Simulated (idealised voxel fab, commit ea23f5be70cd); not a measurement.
A process module follows: voxel capacitor over wiring.
The width of the displayed cross-section, cut, is 255 nm; its cells are square, with a size of 5 nm.
This document writes a cross-section as a grid whose cells are square, and gives it as bands, listed from the top down; one or more rows of cells form a band.
Per band: top height and bottom height in nm, followed by the left-to-right materials and their widths in nm; "all across" marks a single material spanning edge to edge, "air" marks empty space.
We count height from 0. Below that, the starting wafer is all one material. The lowest band never ends at the bottom but goes on down; see "0..down" for how that is written.
Quick explanation for "30 to 40": the width changes in equal steps down the rows of cells, from the first number in the band's top row to the second number in its bottom row.
What does "nothing changed" mean for a step? It means no cell of the cross-section changed in that step.
Entry "Closed-off voids". Content: empty spaces with no open connection to the top, size 8 cells or greater. Each: width x height at distance. Distance: from left edge. Unit: nm.
Step line, after settings: the simulator's comment on this step.
When a step includes a mask, the "overlay nm" setting on its line states how far to the right of its planned place that mask lay, and negative values state how far to the left.

Set out below are the planned steps of the process:
1: RECEIVE: material Si
2: CONFORMAL_DEP: material SiO2, thk nm 15
3: DIRECTIONAL_DEP: material TiN, thk nm 5
4: DIRECTIONAL_DEP: material Ru, thk nm 25
5: MASKED_ETCH: tone cover, mask id METAL_1, width nm 20, pitch nm 85, etch materials Ru, depth nm 25, overlay nm 0
6: MASKED_ETCH: tone cover, mask id METAL_1, width nm 20, pitch nm 85, etch materials TiN, depth nm 5, overlay nm 0
7: FILL_DEP: material SiO2, thk nm 10
8: CMP: height nm 45
9: CONFORMAL_DEP: material SiCN, thk nm 5
10: DIRECTIONAL_DEP: material SiO2, thk nm 20
11: DIRECTIONAL_DEP: material aC, thk nm 10
12: PATTERN: tone open, mask id PLUG_1, material resist, width nm 15, thk nm 30, overlay nm 0
13: DIRECTIONAL_ETCH: etch materials aC, depth nm 10
14: STRIP: etch materials resist
15: DIRECTIONAL_ETCH: etch materials SiO2, depth nm 20
16: DIRECTIONAL_ETCH: etch materials SiCN, depth nm 5
17: STRIP: etch materials aC
18: EPI: material Ru, thk nm 10
19: EPI: material Ru, thk nm 10
20: EPI: material Ru, thk nm 5
21: DIRECTIONAL_DEP: material TiN, thk nm 5
22: DIRECTIONAL_DEP: material HfO2, thk nm 5
23: DIRECTIONAL_DEP: material TiN, thk nm 5
24: MASKED_ETCH: tone cover, mask id UPPER_PLATE, width nm 70, etch materials TiN, depth nm 5, overlay nm 0
25: MASKED_ETCH: tone cover, mask id UPPER_PLATE, width nm 70, etch materials HfO2, depth nm 5, overlay nm 0
26: MASKED_ETCH: tone cover, mask id LOWER_PLATE, width nm 80, etch materials TiN, depth nm 5, overlay nm 0
27: FILL_DEP: material SiO2, thk nm 15
28: CMP: height nm 95
29: PATTERN: tone open, mask id PLUG_2, material resist, width nm 15, thk nm 15, overlay nm 0
30: DIRECTIONAL_ETCH: etch materials SiO2, depth nm 10
31: STRIP: etch materials resist
32: CONFORMAL_DEP: material TiN, thk nm 5
33: FILL_DEP: material Ru, thk nm 10
34: CMP: height nm 95
35: CONFORMAL_DEP: material SiCN, thk nm 5

Incoming wafer in cross-section (state: after step 1):
- 0..down: Si all across
- Closed-off voids: none

a wafer at the end: this start, this plan, one mistake:
- 100..95: SiCN all across
- 95..90: SiO2=90, then TiN=5, then Ru=5, then TiN=5, then SiO2=150
- 90..85: SiO2=90, then TiN=15, then SiO2=150
- 85..80: SiO2=80, then HfO2=70, then SiO2=105
- 80..75: SiO2=75, then TiN=80, then SiO2=100
- 75..70: TiN all across
- 70..50: SiO2=80, then Ru=15, then SiO2=160
- 50..45: SiCN=80, then Ru=15, then SiCN=160
- 45..20: SiO2=75, then Ru=20, then SiO2=65, then Ru=20, then SiO2=75
- 20..15: SiO2=75, then TiN=20, then SiO2=65, then TiN=20, then SiO2=75
- 15..0: SiO2 all across
- 0..down: Si all across
- Closed-off voids: none
Where did the run depart from the plan? steps 22 and 23 of the plan were run in the wrong order, each in the other's place
